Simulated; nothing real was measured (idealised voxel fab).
Process module heading - voxel ribs on slabs
The figure presents cross-section cut, which has a width of 155 nm and is divided into square cells with an edge length of 5 nm.
If you're reading a cross-section in this doc, picture square cells in a grid; it comes to you as bands, top ones listed first down to the bottom, and a band can be one or more rows of cells. Band: top and bottom heights (nm) first, top before bottom; then materials from left to right, widths in nm. "all across" marks a sole material filling the band edge to edge. "empty" denotes empty space. Below 0: as-received wafer, all one material; heights counted from there. Lowest band: no bottom, goes on down, written "0..down". Width: "30..40" (first number = top row, second number = bottom row, same change from row to row of cells). "nothing was modified" for a step: no cell of the cross-section changed in that step. Heads up: "Encapsulated voids" only lists the empty pockets with no open path to the top that are 8 cells or more, and it writes them as width x height at distance, distance from the left edge, in nm. Post-settings text on a step line: simulator's own remark regarding the step. "overlay nm" on a masked step: distance the mask lay right of its planned place, negative for left.
Steps in the process plan
step 1: RECEIVE with material Si
step 2: DIRECTIONAL_DEP with material SiO2, thk nm 20
step 3: DIRECTIONAL_DEP with material SiN, thk nm 20
step 4: DIRECTIONAL_DEP with material aC, thk nm 10
step 5: PATTERN with tone cover, mask id RIB, material resist, width nm 15, thk nm 25, overlay nm 0
step 6: DIRECTIONAL_ETCH with etch materials aC, depth nm 10
step 7: STRIP with etch materials resist
step 8: DIRECTIONAL_ETCH with etch materials SiN, depth nm 5
step 9: STRIP with etch materials aC
step 10: MASKED_ETCH with tone cover, mask id SLAB, width nm 65, etch materials SiN, depth nm 15, overlay nm -15
step 11: FILL_DEP with material SiO2, thk nm 25
step 12: CMP with height nm 60
step 13: DIRECTIONAL_DEP with material TiN, thk nm 5
step 14: DIRECTIONAL_DEP with material aC, thk nm 15
step 15: PATTERN with tone cover, mask id HEATER, material resist, width nm 25, thk nm 35, overlay nm 0
step 16: DIRECTIONAL_ETCH with etch materials aC, depth nm 15
step 17: STRIP with etch materials resist
step 18: DIRECTIONAL_ETCH with etch materials TiN, depth nm 5
step 19: STRIP with etch materials aC
step 20: CONFORMAL_DEP with material SiN, thk nm 5
The plan shows the overlay nm of step 10 as the first wafer had it; this setting differs between the wafers, which start out alike.
First wafer of several, as received: cross-section after step 1
	0..down | Si all across
	Encapsulated voids: none
End of the module, past its last step, step 20: how the first of several wafers looks in cross-section
	70..65 | empty 60 | SiN 35 | empty 60
	65..60 | SiN 65 | TiN 25 | SiN 65
	60..40 | SiO2 all across
	40..35 | SiO2 70 | SiN 15 | SiO2 70
	35..20 | SiO2 30 | SiN 65 | SiO2 60
	20..0 | SiO2 all across
	0..down | Si all across
	Encapsulated voids: none
Last wafer at the end
	70..65 | empty 60 | SiN 35 | empty 60
	65..60 | SiN 65 | TiN 25 | SiN 65
	60..40 | SiO2 all across
	40..35 | SiO2 70 | SiN 15 | SiO2 70
	35..20 | SiO2 60 | SiN 65 | SiO2 30
	20..0 | SiO2 all across
	0..down | Si all across
	Encapsulated voids: none
Wafer rows; end of module; cells per material since receipt: (+) gained, (-) lost; then closed voids
overlay nm -15 | +75 SiN | +330 SiO2 | +5 TiN | Encapsulated voids: none
overlay nm -10 | +75 SiN | +330 SiO2 | +5 TiN | Encapsulated voids: none
overlay nm -5 | +75 SiN | +330 SiO2 | +5 TiN | Encapsulated voids: none
overlay nm 0 | +75 SiN | +330 SiO2 | +5 TiN | Encapsulated voids: none
overlay nm 5 | +75 SiN | +330 SiO2 | +5 TiN | Encapsulated voids: none
overlay nm 10 | +75 SiN | +330 SiO2 | +5 TiN | Encapsulated voids: none
overlay nm 15 | +75 SiN | +330 SiO2 | +5 TiN | Encapsulated voids: none
